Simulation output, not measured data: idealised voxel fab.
process module | voxel released beams
cross-section cut | 180 nm wide | cells 5 nm
A cross-section is a grid of square cells, given in bands from the top down. A band is one or more rows of cells.
Each band's line starts with the height of the band's top and of its bottom, in nm. Then come its materials from left to right, each with its width in nm. One material with "throughout" fills the band from edge to edge. "air" is empty space.
Height 0 is the level under which the wafer as received is all one material. The lowest band goes on downwards, as in "0 down".
A width such as "30 to 40" changes by the same amount from each row of cells to the next, from the band's top row to its bottom row.
"no change" after a step means that no cell of the cross-section changed.
closed voids: empty space of 8 cells or more with no open way to the top, each as width x height at its distance from the left edge, in nm
after a step's settings: what the simulator itself notes on the step
overlay nm, on a step with a mask: how far to the right of its planned place the mask lay; to the left if negative
plan
1 op RECEIVE | material Si
2 op CONFORMAL_DEP | material Al2O3 | thk nm 5
3 op DIRECTIONAL_DEP | material SiO2 | thk nm 20
4 op MASKED_ETCH | tone open | mask id ANCHOR | width nm 40 | etch materials SiO2 | depth nm 20 | overlay nm 0
5 op CONFORMAL_DEP | material SiN | thk nm 15
6 op PATTERN | tone cover | mask id BEAM | material resist | width nm 105 | thk nm 15 | overlay nm 0
7 op DIRECTIONAL_ETCH | etch materials SiN | depth nm 15
8 op STRIP | etch materials resist
9 op STRIP | etch materials SiO2
first wafer, as planned
as received, after step 1
  0 down: Si throughout
  closed voids: none
after step 2
  5 to 0: Al2O3 throughout
  below 0: unchanged
after step 3
  25 to 5: SiO2 throughout
  below 5: unchanged
after step 4
  25 to 5: SiO2 40 | air 40 | SiO2 100
  below 5: unchanged
after step 5
  40 to 25: SiN 55 | air 10 | SiN 115
  25 to 20: SiO2 40 | SiN 15 | air 10 | SiN 15 | SiO2 100
  20 to 5: SiO2 40 | SiN 40 | SiO2 100
  below 5: unchanged
after step 6
  55 to 40: air 35 | resist 105 | air 40
  40 to 25: SiN 55 | resist 10 | SiN 115
  25 to 20: SiO2 40 | SiN 15 | resist 10 | SiN 15 | SiO2 100
  below 20: unchanged
after step 7
  55 to 40: air 35 | resist 105 | air 40
  40 to 25: air 35 | SiN 20 | resist 10 | SiN 75 | air 40
  below 25: unchanged
after step 8
  40 to 25: air 35 | SiN 20 | air 10 | SiN 75 | air 40
  25 to 20: SiO2 40 | SiN 15 | air 10 | SiN 15 | SiO2 100
  below 20: unchanged
after step 9
  40 to 25: air 35 | SiN 20 | air 10 | SiN 75 | air 40
  25 to 20: air 40 | SiN 15 | air 10 | SiN 15 | air 100
  20 to 5: air 40 | SiN 40 | air 100
  below 5: unchanged
second wafer: like start, like plan, one mistake. Through step 5 it matches the first wafer
when step 6 should have ended
  55 to 40: air 25 | resist 105 | air 50
  40 to 25: SiN 55 | resist 10 | SiN 115
  25 to 20: SiO2 40 | SiN 15 | resist 10 | SiN 15 | SiO2 100
  below 20: unchanged
when step 7 should have ended
  55 to 40: air 25 | resist 105 | air 50
  40 to 25: air 25 | SiN 30 | resist 10 | SiN 65 | air 50
  below 25: unchanged
when step 8 should have ended
  40 to 25: air 25 | SiN 30 | air 10 | SiN 65 | air 50
  25 to 20: SiO2 40 | SiN 15 | air 10 | SiN 15 | SiO2 100
  below 20: unchanged
when step 9 should have ended
  40 to 25: air 25 | SiN 30 | air 10 | SiN 65 | air 50
  25 to 20: air 40 | SiN 15 | air 10 | SiN 15 | air 100
  20 to 5: air 40 | SiN 40 | air 100
  below 5: unchanged
what went wrong: step 6 ran as: op PATTERN | tone cover | mask id BEAM | material resist | width nm 105 | thk nm 15 | overlay nm -10
at the end the second wafer has, in cells: as many of each material as the first, in other places
